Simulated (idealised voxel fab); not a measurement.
The name of this process module is voxel transistor to metal.
Section cut is 300 nm wide and gridded with 5 nm square cells.
How to read a cross-section here: the picture is a grid of square cells, written as bands going from the top down, and any band can span one or more rows of cells.
Band entry format. Leading values: height of top, height of bottom, nm. Remainder: materials in left-to-right order, each with its width in nm. Special words: "all across" on a single material, which then fills the band edge to edge; "empty", empty space.
Heads up on the height convention: 0 is the point under which the incoming wafer is all one material, and the lowest band has no bottom, it just keeps going down, like "0 -> down".
Graded width ("30 to 40"): value in top row of band = first number; value in bottom row = second number; row-to-row change constant.
"nothing got changed" -> step changed no cross-section cell.
"Enclosed cavities" contains a list of empty spaces, each no smaller than 8 cells and without an open way to the top, written in the form width x height at distance with the distance from the left edge and all three in nm.
Post-settings text on a step line: simulator's own remark regarding the step.
overlay nm: right-of-plan distance of the mask on a masked step; negative values mean left-of-plan.

Planned step list for the process:
1. RECEIVE: material Si
2. OXIDIZE: depth nm 5
3. CONFORMAL_DEP: material SiN, thk nm 10
4. MASKED_ETCH: tone cover, mask id ACTIVE, width nm 115, pitch nm 135, etch materials SiN, depth nm 10, overlay nm 0
5. MASKED_ETCH: tone cover, mask id ACTIVE, width nm 115, pitch nm 135, etch materials SiO2, depth nm 5, overlay nm 0
6. MASKED_ETCH: tone cover, mask id ACTIVE, width nm 115, pitch nm 135, etch materials Si, depth nm 35, overlay nm 0
7. OXIDIZE: depth nm 5
8. FILL_DEP: material SiO2, thk nm 10
9. CMP: height nm 10
10. SELECTIVE_ETCH: etch materials SiO2, depth nm 5
11. STRIP: etch materials SiN
12. SELECTIVE_ETCH: etch materials SiO2, depth nm 5
13. OXIDIZE: depth nm 5
14. DIRECTIONAL_DEP: material polySi, thk nm 20
15. DIRECTIONAL_DEP: material SiCN, thk nm 15
16. DIRECTIONAL_DEP: material aC, thk nm 10
17. PATTERN: tone cover, mask id GATE, material resist, width nm 25, pitch nm 135, thk nm 30, overlay nm 0
18. DIRECTIONAL_ETCH: etch materials aC, depth nm 10
19. STRIP: etch materials resist
20. DIRECTIONAL_ETCH: etch materials SiCN, depth nm 25
21. DIRECTIONAL_ETCH: etch materials polySi, depth nm 30
22. STRIP: etch materials aC
23. CONFORMAL_DEP: material SiO2, thk nm 5
24. DIRECTIONAL_ETCH: etch materials SiO2, depth nm 5
25. CONFORMAL_DEP: material SiN, thk nm 5
26. DIRECTIONAL_ETCH: etch materials SiN, depth nm 5
27. DIRECTIONAL_ETCH: etch materials SiO2, depth nm 5
28. DIRECTIONAL_ETCH: etch materials Si, depth nm 10
29. EPI: material pSi, thk nm 10
30. FILL_DEP: material SiO2, thk nm 5
31. CMP: height nm 15
32. STRIP: etch materials polySi
33. SELECTIVE_ETCH: etch materials SiO2, depth nm 5
34. CONFORMAL_DEP: material HfO2, thk nm 5
35. CONFORMAL_DEP: material TiN, thk nm 5
36. FILL_DEP: material W, thk nm 10
37. CMP: height nm 10
38. DIRECTIONAL_DEP: material SiO2, thk nm 15
39. MASKED_ETCH: tone open, mask id CONTACT, width nm 15, etch materials SiO2, depth nm 35, overlay nm 0
40. CONFORMAL_DEP: material TiN, thk nm 5
41. FILL_DEP: material Ru, thk nm 10
42. CMP: height nm 25
43. DIRECTIONAL_DEP: material TiN, thk nm 5
44. DIRECTIONAL_DEP: material Ru, thk nm 25
45. MASKED_ETCH: tone cover, mask id METAL_1, width nm 15, etch materials Ru, depth nm 25, overlay nm 0
46. MASKED_ETCH: tone cover, mask id METAL_1, width nm 15, etch materials TiN, depth nm 5, overlay nm 0
47. FILL_DEP: material lowk, thk nm 5
48. CMP: height nm 55
49. CONFORMAL_DEP: material SiN, thk nm 5

So this is the incoming wafer in cross-section - it's already been through step 1:
> 0 -> down = Si all across
> Enclosed cavities: none

First of two wafers: cross-section at end of module, run per plan:
> 60 -> 55 = SiN all across
> 55 -> 30 = lowk: 35, Ru: 15, lowk: 65, Ru: 15, lowk: 40, Ru: 15, lowk: 65, Ru: 15, lowk: 35
> 30 -> 25 = lowk: 35, TiN: 15, lowk: 65, TiN: 15, lowk: 40, TiN: 15, lowk: 65, TiN: 15, lowk: 35
> 25 -> 10 = SiO2: 35, TiN: 5, Ru: 5, TiN: 5, SiO2: 65, TiN: 5, Ru: 5, TiN: 5, SiO2: 40, TiN: 5, Ru: 5, TiN: 5, SiO2: 65, TiN: 5, Ru: 5, TiN: 5, SiO2: 35
> 10 -> 0 = SiO2: 35, TiN: 5, Ru: 5, TiN: 5, SiO2: 10, SiN: 5, HfO2: 5, TiN: 5, W: 15, TiN: 5, HfO2: 5, SiN: 5, SiO2: 10, TiN: 5, Ru: 5, TiN: 5, SiO2: 40, TiN: 5, Ru: 5, TiN: 5, SiO2: 10, SiN: 5, HfO2: 5, TiN: 5, W: 15, TiN: 5, HfO2: 5, SiN: 5, SiO2: 10, TiN: 5, Ru: 5, TiN: 5, SiO2: 35
> 0 -> -5 = SiO2: 25, SiN: 5, SiO2: 5, TiN: 5, Ru: 5, TiN: 5, pSi: 10, SiN: 5, HfO2: 5, TiN: 25, HfO2: 5, SiN: 5, pSi: 10, TiN: 5, Ru: 5, TiN: 5, SiO2: 5, SiN: 5, SiO2: 20, SiN: 5, SiO2: 5, TiN: 5, Ru: 5, TiN: 5, pSi: 10, SiN: 5, HfO2: 5, TiN: 25, HfO2: 5, SiN: 5, pSi: 10, TiN: 5, Ru: 5, TiN: 5, SiO2: 5, SiN: 5, SiO2: 25
> -5 -> -10 = SiO2: 35, TiN: 15, pSi: 10, SiO2: 5, HfO2: 35, SiO2: 5, pSi: 10, TiN: 15, SiO2: 40, TiN: 15, pSi: 10, SiO2: 5, HfO2: 35, SiO2: 5, pSi: 10, TiN: 15, SiO2: 35
> -10 -> -20 = SiO2: 30, pSi: 30, Si: 45, pSi: 30, SiO2: 30, pSi: 30, Si: 45, pSi: 30, SiO2: 30
> -20 -> -45 = SiO2: 30, Si: 105, SiO2: 30, Si: 105, SiO2: 30
> -45 -> down = Si all across
> Enclosed cavities: none

Wafer two cross-section, module end. Start and plan unchanged from wafer one; one mistake made during the run:
> 60 -> 55 = SiN all across
> 55 -> 30 = SiCN all across
> 30 -> 25 = TiN all across
> 25 -> 10 = SiO2: 35, TiN: 5, Ru: 5, TiN: 5, SiO2: 65, TiN: 5, Ru: 5, TiN: 5, SiO2: 40, TiN: 5, Ru: 5, TiN: 5, SiO2: 65, TiN: 5, Ru: 5, TiN: 5, SiO2: 35
> 10 -> 0 = SiO2: 35, TiN: 5, Ru: 5, TiN: 5, SiO2: 10, SiN: 5, HfO2: 5, TiN: 5, W: 15, TiN: 5, HfO2: 5, SiN: 5, SiO2: 10, TiN: 5, Ru: 5, TiN: 5, SiO2: 40, TiN: 5, Ru: 5, TiN: 5, SiO2: 10, SiN: 5, HfO2: 5, TiN: 5, W: 15, TiN: 5, HfO2: 5, SiN: 5, SiO2: 10, TiN: 5, Ru: 5, TiN: 5, SiO2: 35
> 0 -> -5 = SiO2: 25, SiN: 5, SiO2: 5, TiN: 5, Ru: 5, TiN: 5, pSi: 10, SiN: 5, HfO2: 5, TiN: 25, HfO2: 5, SiN: 5, pSi: 10, TiN: 5, Ru: 5, TiN: 5, SiO2: 5, SiN: 5, SiO2: 20, SiN: 5, SiO2: 5, TiN: 5, Ru: 5, TiN: 5, pSi: 10, SiN: 5, HfO2: 5, TiN: 25, HfO2: 5, SiN: 5, pSi: 10, TiN: 5, Ru: 5, TiN: 5, SiO2: 5, SiN: 5, SiO2: 25
> -5 -> -10 = SiO2: 35, TiN: 15, pSi: 10, SiO2: 5, HfO2: 35, SiO2: 5, pSi: 10, TiN: 15, SiO2: 40, TiN: 15, pSi: 10, SiO2: 5, HfO2: 35, SiO2: 5, pSi: 10, TiN: 15, SiO2: 35
> -10 -> -20 = SiO2: 30, pSi: 30, Si: 45, pSi: 30, SiO2: 30, pSi: 30, Si: 45, pSi: 30, SiO2: 30
> -20 -> -45 = SiO2: 30, Si: 105, SiO2: 30, Si: 105, SiO2: 30
> -45 -> down = Si all across
> Enclosed cavities: none
Here's what went sideways: step 44 ran with different settings than intended, the actual operation and settings being DIRECTIONAL_DEP: material SiCN, thk nm 25
Once processing is complete, comparing cell counts shows that the second wafer has more or fewer of certain materials than the first: Ru -60, SiCN +300, TiN +48, lowk -288
